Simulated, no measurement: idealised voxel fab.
The process module presented herein is designated voxel quadruple lines.
Section cut is 175 nm wide and gridded with 5 nm square cells.
We lay out every cross-section as a grid of square cells and spell it out in bands from the top down, where one band means one or more rows of cells.
A band entry consists of two parts. The first gives the height of the band's top and the height of its bottom, in nm. The rest lists the band's materials from left to right, each with its width in nm. A single material labelled with the word "full width" fills the band from edge to edge, and the word "empty" marks empty space.
Height is counted from the level 0, under which the received wafer is composed throughout of one material. The lowest of the bands is not closed at the bottom but continues downward, in the notation "from 0 down".
Width spec "30 to 40" -> top row of cells at first value, bottom row at second value, equal per-row change in between.
"nothing changed", as given for a step, is the statement that not any cell of the cross-section underwent a change during that step.
Each empty space that has no open way to the top and spans at least 8 cells appears under "Sealed internal voids" as width x height at distance, the distance counted from the left edge, all in nm.
Whatever follows a step's settings on its line is a remark the simulator itself makes about that step.
For masked steps, "overlay nm" on the step line gives how far right of plan the mask actually lay; a minus sign means it lay to the left.

## Process steps foreseen in the plan
- 1: RECEIVE,material Si
- 2: CONFORMAL_DEP,material SiO2,thk nm 5
- 3: DIRECTIONAL_DEP,material TiN,thk nm 15
- 4: DIRECTIONAL_DEP,material polySi,thk nm 15
- 5: DIRECTIONAL_DEP,material aC,thk nm 20
- 6: PATTERN,tone cover,mask id MANDREL,material resist,width nm 35,thk nm 30,overlay nm 0
- 7: DIRECTIONAL_ETCH,etch materials aC,depth nm 20
- 8: STRIP,etch materials resist
- 9: CONFORMAL_DEP,material SiO2,thk nm 15
- 10: DIRECTIONAL_ETCH,etch materials SiO2,depth nm 15
- 11: STRIP,etch materials aC
- 12: DIRECTIONAL_ETCH,etch materials polySi,depth nm 15
- 13: STRIP,etch materials SiO2
- 14: CONFORMAL_DEP,material SiCN,thk nm 10
- 15: DIRECTIONAL_ETCH,etch materials SiCN,depth nm 10
- 16: STRIP,etch materials polySi
- 17: DIRECTIONAL_ETCH,etch materials TiN,depth nm 15
- 18: STRIP,etch materials SiCN
- 19: FILL_DEP,material SiO2,thk nm 5
- 20: CMP,height nm 20

## Wafer, first of two, run as planned

## as received, after step 1
* from 0 down | Si full width
* Sealed internal voids: none

## So this is the wafer cross-section right after step 2
* from 5 to 0 | SiO2 full width
* Heights below 0 show no change.

## So this is the wafer cross-section right after step 3
* from 20 to 5 | TiN full width
* Heights below 5 show no change.

## So this is the wafer cross-section right after step 4
* from 35 to 20 | polySi full width
* Heights below 20 show no change.

## So this is the wafer cross-section right after step 5
* from 55 to 35 | aC full width
* Heights below 35 show no change.

## So this is the wafer cross-section right after step 6
* from 85 to 55 | empty (70); resist (35); empty (70)
* Heights below 55 show no change.

## So this is the wafer cross-section right after step 7
* from 65 to 55 | empty (70); resist (35); empty (70)
* from 55 to 35 | empty (70); aC (35); empty (70)
* Heights below 35 show no change.

## So this is the wafer cross-section right after step 8
* from 55 to 35 | empty (70); aC (35); empty (70)
* Heights below 35 show no change.

## So this is the wafer cross-section right after step 9
* from 70 to 55 | empty (55); SiO2 (65); empty (55)
* from 55 to 50 | empty (55); SiO2 (15); aC (35); SiO2 (15); empty (55)
* from 50 to 35 | SiO2 (70); aC (35); SiO2 (70)
* Heights below 35 show no change.

## So this is the wafer cross-section right after step 10
* from 55 to 35 | empty (55); SiO2 (15); aC (35); SiO2 (15); empty (55)
* Heights below 35 show no change.

## So this is the wafer cross-section right after step 11
* from 55 to 35 | empty (55); SiO2 (15); empty (35); SiO2 (15); empty (55)
* Heights below 35 show no change.

## So this is the wafer cross-section right after step 12
* from 55 to 35 | empty (55); SiO2 (15); empty (35); SiO2 (15); empty (55)
* from 35 to 20 | empty (55); polySi (15); empty (35); polySi (15); empty (55)
* Heights below 20 show no change.

## So this is the wafer cross-section right after step 13
* from 35 to 20 | empty (55); polySi (15); empty (35); polySi (15); empty (55)
* Heights below 20 show no change.

## So this is the wafer cross-section right after step 14
* from 45 to 35 | empty (45); SiCN (35); empty (15); SiCN (35); empty (45)
* from 35 to 30 | empty (45); SiCN (10); polySi (15); SiCN (10); empty (15); SiCN (10); polySi (15); SiCN (10); empty (45)
* from 30 to 20 | SiCN (55); polySi (15); SiCN (35); polySi (15); SiCN (55)
* Heights below 20 show no change.

## So this is the wafer cross-section right after step 15
* from 35 to 20 | empty (45); SiCN (10); polySi (15); SiCN (10); empty (15); SiCN (10); polySi (15); SiCN (10); empty (45)
* Heights below 20 show no change.

## So this is the wafer cross-section right after step 16
* from 35 to 20 | empty (45); SiCN (10); empty (15); SiCN (10); empty (15); SiCN (10); empty (15); SiCN (10); empty (45)
* Heights below 20 show no change.

## So this is the wafer cross-section right after step 17
* from 35 to 20 | empty (45); SiCN (10); empty (15); SiCN (10); empty (15); SiCN (10); empty (15); SiCN (10); empty (45)
* from 20 to 5 | empty (45); TiN (10); empty (15); TiN (10); empty (15); TiN (10); empty (15); TiN (10); empty (45)
* Heights below 5 show no change.

## So this is the wafer cross-section right after step 18
* from 20 to 5 | empty (45); TiN (10); empty (15); TiN (10); empty (15); TiN (10); empty (15); TiN (10); empty (45)
* Heights below 5 show no change.

## So this is the wafer cross-section right after step 19
* from 25 to 20 | SiO2 full width
* from 20 to 5 | SiO2 (45); TiN (10); SiO2 (15); TiN (10); SiO2 (15); TiN (10); SiO2 (15); TiN (10); SiO2 (45)
* Heights below 5 show no change.

## So this is the wafer cross-section right after step 20
* from 20 to 5 | SiO2 (45); TiN (10); SiO2 (15); TiN (10); SiO2 (15); TiN (10); SiO2 (15); TiN (10); SiO2 (45)
* Heights below 5 show no change.

## Second Wafer (Identical Start and Plan, One Processing Error; Matches First Wafer Through Step 5)

## Here is the second wafer in cross-section at the point where step 6 of the plan should have been done
* from 85 to 55 | resist (70); empty (35); resist (70)
* Heights below 55 show no change.

## Here is the second wafer in cross-section at the point where step 7 of the plan should have been done
* from 65 to 55 | resist (70); empty (35); resist (70)
* from 55 to 35 | aC (70); empty (35); aC (70)
* Heights below 35 show no change.

## Here is the second wafer in cross-section at the point where step 8 of the plan should have been done
* from 55 to 35 | aC (70); empty (35); aC (70)
* Heights below 35 show no change.

## Here is the second wafer in cross-section at the point where step 9 of the plan should have been done
* from 70 to 55 | SiO2 (85); empty (5); SiO2 (85)
* from 55 to 50 | aC (70); SiO2 (15); empty (5); SiO2 (15); aC (70)
* from 50 to 35 | aC (70); SiO2 (35); aC (70)
* Heights below 35 show no change.

## Here is the second wafer in cross-section at the point where step 10 of the plan should have been done
* from 55 to 35 | aC (70); SiO2 (15); empty (5); SiO2 (15); aC (70)
* Heights below 35 show no change.

## Here is the second wafer in cross-section at the point where step 11 of the plan should have been done
* from 55 to 35 | empty (70); SiO2 (15); empty (5); SiO2 (15); empty (70)
* Heights below 35 show no change.

## Here is the second wafer in cross-section at the point where step 12 of the plan should have been done
* from 55 to 35 | empty (70); SiO2 (15); empty (5); SiO2 (15); empty (70)
* from 35 to 20 | empty (70); polySi (15); empty (5); polySi (15); empty (70)
* Heights below 20 show no change.

## Here is the second wafer in cross-section at the point where step 13 of the plan should have been done
* from 35 to 20 | empty (70); polySi (15); empty (5); polySi (15); empty (70)
* Heights below 20 show no change.

## Here is the second wafer in cross-section at the point where step 14 of the plan should have been done
* from 45 to 35 | empty (60); SiCN (55); empty (60)
* from 35 to 30 | empty (60); SiCN (10); polySi (15); SiCN (5); polySi (15); SiCN (10); empty (60)
* from 30 to 20 | SiCN (70); polySi (15); SiCN (5); polySi (15); SiCN (70)
* Heights below 20 show no change.

## Here is the second wafer in cross-section at the point where step 15 of the plan should have been done
* from 35 to 20 | empty (60); SiCN (10); polySi (15); SiCN (5); polySi (15); SiCN (10); empty (60)
* Heights below 20 show no change.

## Here is the second wafer in cross-section at the point where step 16 of the plan should have been done
* from 35 to 20 | empty (60); SiCN (10); empty (15); SiCN (5); empty (15); SiCN (10); empty (60)
* Heights below 20 show no change.

## Here is the second wafer in cross-section at the point where step 17 of the plan should have been done
* from 35 to 20 | empty (60); SiCN (10); empty (15); SiCN (5); empty (15); SiCN (10); empty (60)
* from 20 to 5 | empty (60); TiN (10); empty (15); TiN (5); empty (15); TiN (10); empty (60)
* Heights below 5 show no change.

## Here is the second wafer in cross-section at the point where step 18 of the plan should have been done
* from 20 to 5 | empty (60); TiN (10); empty (15); TiN (5); empty (15); TiN (10); empty (60)
* Heights below 5 show no change.

## Here is the second wafer in cross-section at the point where step 19 of the plan should have been done
* from 25 to 20 | SiO2 full width
* from 20 to 5 | SiO2 (60); TiN (10); SiO2 (15); TiN (5); SiO2 (15); TiN (10); SiO2 (60)
* Heights below 5 show no change.

## Here is the second wafer in cross-section at the point where step 20 of the plan should have been done
* from 20 to 5 | SiO2 (60); TiN (10); SiO2 (15); TiN (5); SiO2 (15); TiN (10); SiO2 (60)
* Heights below 5 show no change.
Plan not followed: step 6 went in with a setting other than planned; the actual run was PATTERN,tone open,mask id MANDREL,material resist,width nm 35,thk nm 30,overlay nm 0
The closing comparison, in cells, has the second wafer with more or fewer of some materials than the first: SiO2: 9 more | TiN: 9 fewer
